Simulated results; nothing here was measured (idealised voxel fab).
This is a process module. Its name is voxel ribs on slabs.
cross-section cut | 220 nm wide | cells 5 nm
Think of the cross-section as a grid of square cells. We describe it in bands, top to bottom, and each band covers one or more rows of those cells.
Look at the band entry: it leads with the top's height and the bottom's height in nm. Then it lists the materials left to right, with a width in nm for each. The word "throughout" on a single material says that material fills the band edge to edge. The word "empty" is empty space.
Zero point of the height axis is 0; under it, received wafer = one material. Lowest band: continues down indefinitely, "0 -> down".
The two numbers in a width such as "30..40" mark its ends across the band: the first belongs to the top row of cells, the second to the bottom row, and from each row to the next the width moves by the same amount.
A step reported as "no modifications" is a step in which no cell of the cross-section changed.
"Closed cavity list" - sealed voids, min. 8 cells, no opening to top; format: width x height at distance (distance from left edge; nm throughout).
Text after the settings on a step's line: the simulator's own remark on that step.
"overlay nm", when on a step's line for a step with a mask, measures how far to the right of its planned place the mask lay; a negative measure means to the left.

## The steps planned for the process are as follows
step 1: RECEIVE, material Si
step 2: DIRECTIONAL_DEP, material SiO2, thk nm 30
step 3: DIRECTIONAL_DEP, material SiN, thk nm 15
step 4: MASKED_ETCH, tone cover, mask id RIB, width nm 15, etch materials SiN, depth nm 10, overlay nm 0
step 5: PATTERN, tone cover, mask id SLAB, material resist, width nm 55, thk nm 20, overlay nm 0
step 6: DIRECTIONAL_ETCH, etch materials SiN, depth nm 5
step 7: STRIP, etch materials resist
step 8: FILL_DEP, material SiO2, thk nm 25
step 9: CMP, height nm 60
step 10: DIRECTIONAL_DEP, material TiN, thk nm 5
step 11: DIRECTIONAL_DEP, material aC, thk nm 15
step 12: PATTERN, tone cover, mask id HEATER, material resist, width nm 25, thk nm 35, overlay nm 0
step 13: DIRECTIONAL_ETCH, etch materials aC, depth nm 15
step 14: STRIP, etch materials resist
step 15: DIRECTIONAL_ETCH, etch materials TiN, depth nm 5
step 16: STRIP, etch materials aC
step 17: CONFORMAL_DEP, material SiO2, thk nm 5
Wafer-to-wafer difference: width nm, step 4. Common start. Plan = first wafer's value.

## The first of several wafers, as received after step 1, seen in section
0 -> down | Si throughout
Closed cavity list: none

## Cross-section of the first of several wafers, taken after step 17, where the module ends
70 -> 65 | empty 90 | SiO2 35 | empty 95
65 -> 60 | SiO2 95 | TiN 25 | SiO2 100
60 -> 45 | SiO2 throughout
45 -> 35 | SiO2 100 | SiN 15 | SiO2 105
35 -> 30 | SiO2 80 | SiN 55 | SiO2 85
30 -> 0 | SiO2 throughout
0 -> down | Si throughout
Closed cavity list: none

## Final wafer cross-section at module end
70 -> 65 | empty 90 | SiO2 35 | empty 95
65 -> 60 | SiO2 95 | TiN 25 | SiO2 100
60 -> 45 | SiO2 throughout
45 -> 35 | SiO2 95 | SiN 30 | SiO2 95
35 -> 30 | SiO2 80 | SiN 55 | SiO2 85
30 -> 0 | SiO2 throughout
0 -> down | Si throughout
Closed cavity list: none

## For your reference, the table is organized with a row per wafer; each row reflects the wafer at the end of the module, indicating for each material the cells gained (+) or lost (-) since receipt, and thereafter its closed voids
width nm 15, +17 SiN, +557 SiO2, +5 TiN, Closed cavity list: none
width nm 20, +19 SiN, +555 SiO2, +5 TiN, Closed cavity list: none
width nm 25, +21 SiN, +553 SiO2, +5 TiN, Closed cavity list: none
width nm 30, +23 SiN, +551 SiO2, +5 TiN, Closed cavity list: none
